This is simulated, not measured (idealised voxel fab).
Presented below is a process module, voxel fin reveal.
Cross-section cut: width 210 nm, square cells of 5 nm.
Cross-section = grid of square cells, listed top down in bands; band = one or more rows. Look at the band entry: it leads with the top's height and the bottom's height in nm. Then it lists the materials left to right, with a width in nm for each. The word "all across" on a single material says that material fills the band edge to edge. The word "empty" is empty space. Height reference: 0 = level under which incoming wafer is all one material. Lowest band: no bottom, runs on downward, e.g. "from 0 down". Width: "30..40" (first number = top row, second number = bottom row, same change from row to row of cells). Step note "remained the same" = no cross-section cell changed. Enclosed voids (no open way to top), threshold 8 cells or more, entry "Voids lacking openings", notation width x height at distance, distance from left edge, nm. On a step's line, text after the settings is the simulator commenting on that step. A step's line can hold "overlay nm"; with a mask on that step, the setting says how far right of the planned place the mask lay, while a negative setting says it lay to the left.

**plan**
step 1: RECEIVE: material Si
step 2: CONFORMAL_DEP: material SiN, thk nm 5
step 3: PATTERN: tone cover, mask id FINS, material resist, width nm 15, pitch nm 40, thk nm 20, overlay nm 0
step 4: DIRECTIONAL_ETCH: etch materials SiN, depth nm 5
step 5: DIRECTIONAL_ETCH: etch materials Si, depth nm 35
step 6: STRIP: etch materials resist
step 7: FILL_DEP: material SiO2, thk nm 5
step 8: CMP: height nm 5
step 9: SELECTIVE_ETCH: etch materials SiO2, depth nm 30
step 10: STRIP: etch materials SiN
step 11: CONFORMAL_DEP: material HfO2, thk nm 5

**Wafer at receipt (post step 1), cross-section**
  from 0 down | Si all across
  Voids lacking openings: none

**Final wafer profile in cross-section after the module, from the same start and plan as above, with one mistake made during processing**
  from 5 to 0 | 30 empty / 25 HfO2 / 15 empty / 25 HfO2 / 15 empty / 25 HfO2 / 15 empty / 25 HfO2 / 35 empty
  from 0 to -20 | 30 empty / 5 HfO2 / 15 Si / 5 HfO2 / 15 empty / 5 HfO2 / 15 Si / 5 HfO2 / 15 empty / 5 HfO2 / 15 Si / 5 HfO2 / 15 empty / 5 HfO2 / 15 Si / 5 HfO2 / 35 empty
  from -20 to -25 | 35 HfO2 / 15 Si / 25 HfO2 / 15 Si / 25 HfO2 / 15 Si / 25 HfO2 / 15 Si / 40 HfO2
  from -25 to -30 | 35 SiO2 / 15 Si / 25 SiO2 / 15 Si / 25 SiO2 / 15 Si / 25 SiO2 / 15 Si / 40 SiO2
  from -30 down | Si all across
  Voids lacking openings: none
The plan and the run diverged here: step 5 did not use the planned setting and instead ran as DIRECTIONAL_ETCH: etch materials Si, depth nm 30
